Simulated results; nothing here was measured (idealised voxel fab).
The following is a process module called voxel capacitor over wiring.
225 nm wide, 5 nm square cells: that's cross-section cut.
Cross-section layout: square cells on a grid; listed as bands, top to bottom; a band spans one or more cell rows.
Band: top height; bottom height; in nm. Then, left to right: material with width in nm, for each material. "everywhere": a single material spanning edge to edge. "air": empty space.
Ref level 0: as-received wafer is one material below here. Bottom band extends down with no lower bound ("0 nm and below").
You'd read "30->40" like this: the band's top row of cells is as wide as the first number, its bottom row is as wide as the second, and going down, every row changes width by the same amount as the row before did.
Take "no change occurred" at face value: in the step it is given for, the cross-section changed in none of its cells.
Basically, "Fully sealed voids" tells you about the enclosed voids: empty spaces with no open way to the top, 8 cells or bigger, each written width x height at distance, where distance is from the left edge, all in nm.
The remark found on a step's line after its settings is issued by the simulator itself and pertains to that step.
The line of a step may include "overlay nm". On a step with a mask, this value is how far to the right of its planned place the mask lay. A negative value means the mask lay to the left.
-- Process steps - plan
1) RECEIVE with material Si
2) CONFORMAL_DEP with material SiO2, thk nm 15
3) CONFORMAL_DEP with material SiN, thk nm 5
4) DIRECTIONAL_DEP with material SiO2, thk nm 25
5) DIRECTIONAL_DEP with material aC, thk nm 10
6) PATTERN with tone open, mask id METAL_1, material resist, width nm 25, pitch nm 85, thk nm 30, overlay nm 0
7) DIRECTIONAL_ETCH with etch materials aC, depth nm 10
8) STRIP with etch materials resist
9) DIRECTIONAL_ETCH with etch materials SiO2, depth nm 25
10) DIRECTIONAL_ETCH with etch materials SiN, depth nm 5
11) STRIP with etch materials aC
12) CONFORMAL_DEP with material TiN, thk nm 5
13) FILL_DEP with material Ru, thk nm 5
14) CMP with height nm 45
15) EPI with material Ru, thk nm 5
16) FILL_DEP with material SiCN, thk nm 5
17) DIRECTIONAL_DEP with material SiO2, thk nm 15
18) MASKED_ETCH with tone open, mask id PLUG_1, width nm 15, etch materials SiO2, depth nm 15, overlay nm 0
19) MASKED_ETCH with tone open, mask id PLUG_1, width nm 15, etch materials SiCN, depth nm 5, overlay nm 0
20) CONFORMAL_DEP with material TiN, thk nm 5
21) FILL_DEP with material W, thk nm 10
22) CMP with height nm 70
23) DIRECTIONAL_DEP with material TiN, thk nm 10
24) DIRECTIONAL_DEP with material Al2O3, thk nm 5
25) DIRECTIONAL_DEP with material TiN, thk nm 10
26) PATTERN with tone cover, mask id UPPER_PLATE, material resist, width nm 65, thk nm 15, overlay nm 0
27) DIRECTIONAL_ETCH with etch materials TiN, depth nm 10
28) DIRECTIONAL_ETCH with etch materials Al2O3, depth nm 5
29) STRIP with etch materials resist
30) DIRECTIONAL_DEP with material aC, thk nm 15
31) PATTERN with tone cover, mask id LOWER_PLATE, material resist, width nm 75, thk nm 30, overlay nm 0
32) DIRECTIONAL_ETCH with etch materials aC, depth nm 15
33) STRIP with etch materials resist
34) DIRECTIONAL_ETCH with etch materials TiN, depth nm 10
35) STRIP with etch materials aC
36) FILL_DEP with material SiO2, thk nm 15
37) CMP with height nm 105
38) PATTERN with tone open, mask id PLUG_2, material resist, width nm 15, thk nm 20, overlay nm 0
39) DIRECTIONAL_ETCH with etch materials SiO2, depth nm 10
40) STRIP with etch materials resist
41) CONFORMAL_DEP with material TiN, thk nm 5
42) FILL_DEP with material Cu, thk nm 10
43) CMP with height nm 105
44) CONFORMAL_DEP with material SiCN, thk nm 5
-- Here's what the wafer looked like in cross-section when it arrived - that's after step 1
0 nm and below | Si everywhere
Fully sealed voids: none
-- First of two wafers, end-of-module section, run followed plan
110 nm to 105 nm | SiCN everywhere
105 nm to 100 nm | 75 SiO2 / 5 TiN / 5 Cu / 5 TiN / 135 SiO2
100 nm to 95 nm | 75 SiO2 / 15 TiN / 135 SiO2
95 nm to 85 nm | 65 SiO2 / 65 TiN / 95 SiO2
85 nm to 80 nm | 65 SiO2 / 65 Al2O3 / 95 SiO2
80 nm to 70 nm | 60 SiO2 / 75 TiN / 90 SiO2
70 nm to 55 nm | 65 SiO2 / 5 TiN / 5 W / 5 TiN / 145 SiO2
55 nm to 50 nm | 65 SiCN / 15 TiN / 145 SiCN
50 nm to 45 nm | 50 SiCN / 35 Ru / 50 SiCN / 35 Ru / 55 SiCN
45 nm to 20 nm | 55 SiO2 / 5 TiN / 15 Ru / 5 TiN / 60 SiO2 / 5 TiN / 15 Ru / 5 TiN / 60 SiO2
20 nm to 15 nm | 55 SiN / 25 TiN / 60 SiN / 25 TiN / 60 SiN
15 nm to 0 nm | SiO2 everywhere
0 nm and below | Si everywhere
Fully sealed voids: none
-- Second wafer cross-section at end of module - shared start and plan with the first, one mistake in the run
110 nm to 105 nm | SiCN everywhere
105 nm to 100 nm | 75 SiO2 / 5 TiN / 5 Cu / 5 TiN / 135 SiO2
100 nm to 95 nm | 75 SiO2 / 15 TiN / 135 SiO2
95 nm to 85 nm | 65 SiO2 / 65 TiN / 95 SiO2
85 nm to 80 nm | 65 SiO2 / 65 Al2O3 / 95 SiO2
80 nm to 70 nm | 60 SiO2 / 75 TiN / 90 SiO2
70 nm to 55 nm | 65 SiO2 / 5 TiN / 5 W / 5 TiN / 145 SiO2
55 nm to 50 nm | 65 SiCN / 15 TiN / 145 SiCN
50 nm to 45 nm | 50 SiCN / 35 Ru / 50 SiCN / 35 Ru / 55 SiCN
45 nm to 35 nm | 55 SiO2 / 5 TiN / 15 Ru / 5 TiN / 60 SiO2 / 5 TiN / 15 Ru / 5 TiN / 60 SiO2
35 nm to 30 nm | 55 SiN / 25 TiN / 60 SiN / 25 TiN / 60 SiN
30 nm to 0 nm | SiO2 everywhere
0 nm and below | Si everywhere
Fully sealed voids: none
Deviation noted in wafer processing: step 2 was run twice
Final cells, second wafer relative to first, materials higher or lower: Ru -18 | SiO2 +30 | TiN -12
